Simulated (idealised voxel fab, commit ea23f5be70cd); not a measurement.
process module | voxel ribs on slabs
cross-section cut | 295 nm wide | cells 5 nm
A cross-section is a grid of square cells, given in bands from the top down. A band is one or more rows of cells.
Each band's line starts with the height of the band's top and of its bottom, in nm. Then come its materials from left to right, each with its width in nm. One material with "throughout" fills the band from edge to edge. "air" is empty space.
Height 0 is the level under which the wafer as received is all one material. The lowest band goes on downwards, as in "0 down".
A width such as "30 to 40" changes by the same amount from each row of cells to the next, from the band's top row to its bottom row.
"no change" after a step means that no cell of the cross-section changed.
closed voids: empty space of 8 cells or more with no open way to the top, each as width x height at its distance from the left edge, in nm
after a step's settings: what the simulator itself notes on the step
overlay nm, on a step with a mask: how far to the right of its planned place the mask lay; to the left if negative
plan
1 op RECEIVE | material Si
2 op DIRECTIONAL_DEP | material SiO2 | thk nm 25
3 op DIRECTIONAL_DEP | material SiN | thk nm 20
4 op MASKED_ETCH | tone cover | mask id RIB | width nm 15 | etch materials SiN | depth nm 10 | overlay nm 0
5 op PATTERN | tone cover | mask id SLAB | material resist | width nm 55 | thk nm 15 | overlay nm 0
6 op DIRECTIONAL_ETCH | etch materials SiN | depth nm 10
7 op STRIP | etch materials resist
8 op FILL_DEP | material SiO2 | thk nm 25
9 op CMP | height nm 60
10 op DIRECTIONAL_DEP | material TiN | thk nm 10
11 op DIRECTIONAL_DEP | material aC | thk nm 15
12 op PATTERN | tone cover | mask id HEATER | material resist | width nm 25 | thk nm 30 | overlay nm 0
13 op DIRECTIONAL_ETCH | etch materials aC | depth nm 15
14 op STRIP | etch materials resist
15 op DIRECTIONAL_ETCH | etch materials TiN | depth nm 10
16 op STRIP | etch materials aC
17 op CONFORMAL_DEP | material SiN | thk nm 10
first wafer, as planned
as received, after step 1
  0 down: Si throughout
  closed voids: none
after step 2
  25 to 0: SiO2 throughout
  below 0: unchanged
after step 3
  45 to 25: SiN throughout
  below 25: unchanged
after step 4
  45 to 35: air 140 | SiN 15 | air 140
  below 35: unchanged
after step 5
  60 to 45: air 120 | resist 55 | air 120
  45 to 35: air 120 | resist 20 | SiN 15 | resist 20 | air 120
  below 35: unchanged
after step 6
  60 to 45: air 120 | resist 55 | air 120
  45 to 35: air 120 | resist 20 | SiN 15 | resist 20 | air 120
  35 to 25: air 120 | SiN 55 | air 120
  below 25: unchanged
after step 7
  45 to 35: air 140 | SiN 15 | air 140
  below 35: unchanged
after step 8
  70 to 45: SiO2 throughout
  45 to 35: SiO2 140 | SiN 15 | SiO2 140
  35 to 25: SiO2 120 | SiN 55 | SiO2 120
  below 25: unchanged
after step 9
  60 to 45: SiO2 throughout
  below 45: unchanged
after step 10
  70 to 60: TiN throughout
  below 60: unchanged
after step 11
  85 to 70: aC throughout
  below 70: unchanged
after step 12
  115 to 85: air 135 | resist 25 | air 135
  below 85: unchanged
after step 13
  100 to 85: air 135 | resist 25 | air 135
  85 to 70: air 135 | aC 25 | air 135
  below 70: unchanged
after step 14
  85 to 70: air 135 | aC 25 | air 135
  below 70: unchanged
after step 15
  85 to 70: air 135 | aC 25 | air 135
  70 to 60: air 135 | TiN 25 | air 135
  below 60: unchanged
after step 16
  70 to 60: air 135 | TiN 25 | air 135
  below 60: unchanged
after step 17
  80 to 70: air 125 | SiN 45 | air 125
  70 to 60: SiN 135 | TiN 25 | SiN 135
  below 60: unchanged
second wafer: like start, like plan, one mistake. Through step 1 it matches the first wafer
when step 2 should have ended
  25 to 0: SiN throughout
  below 0: unchanged
when step 3 should have ended
  45 to 0: SiN throughout
  below 0: unchanged
when step 4 should have ended
  45 to 35: air 140 | SiN 15 | air 140
  below 35: unchanged
when step 5 should have ended
  60 to 45: air 120 | resist 55 | air 120
  45 to 35: air 120 | resist 20 | SiN 15 | resist 20 | air 120
  below 35: unchanged
when step 6 should have ended
  60 to 45: air 120 | resist 55 | air 120
  45 to 35: air 120 | resist 20 | SiN 15 | resist 20 | air 120
  35 to 25: air 120 | SiN 55 | air 120
  below 25: unchanged
when step 7 should have ended
  45 to 35: air 140 | SiN 15 | air 140
  below 35: unchanged
when step 8 should have ended
  70 to 45: SiO2 throughout
  45 to 35: SiO2 140 | SiN 15 | SiO2 140
  35 to 25: SiO2 120 | SiN 55 | SiO2 120
  below 25: unchanged
when step 9 should have ended
  60 to 45: SiO2 throughout
  below 45: unchanged
when step 10 should have ended
  70 to 60: TiN throughout
  below 60: unchanged
when step 11 should have ended
  85 to 70: aC throughout
  below 70: unchanged
when step 12 should have ended
  115 to 85: air 135 | resist 25 | air 135
  below 85: unchanged
when step 13 should have ended
  100 to 85: air 135 | resist 25 | air 135
  85 to 70: air 135 | aC 25 | air 135
  below 70: unchanged
when step 14 should have ended
  85 to 70: air 135 | aC 25 | air 135
  below 70: unchanged
when step 15 should have ended
  85 to 70: air 135 | aC 25 | air 135
  70 to 60: air 135 | TiN 25 | air 135
  below 60: unchanged
when step 16 should have ended
  70 to 60: air 135 | TiN 25 | air 135
  below 60: unchanged
when step 17 should have ended
  80 to 70: air 125 | SiN 45 | air 125
  70 to 60: SiN 135 | TiN 25 | SiN 135
  below 60: unchanged
what went wrong: step 2 ran as: op DIRECTIONAL_DEP | material SiN | thk nm 25
at the end the second wafer has, in cells: 295 more of SiN | 295 fewer of SiO2
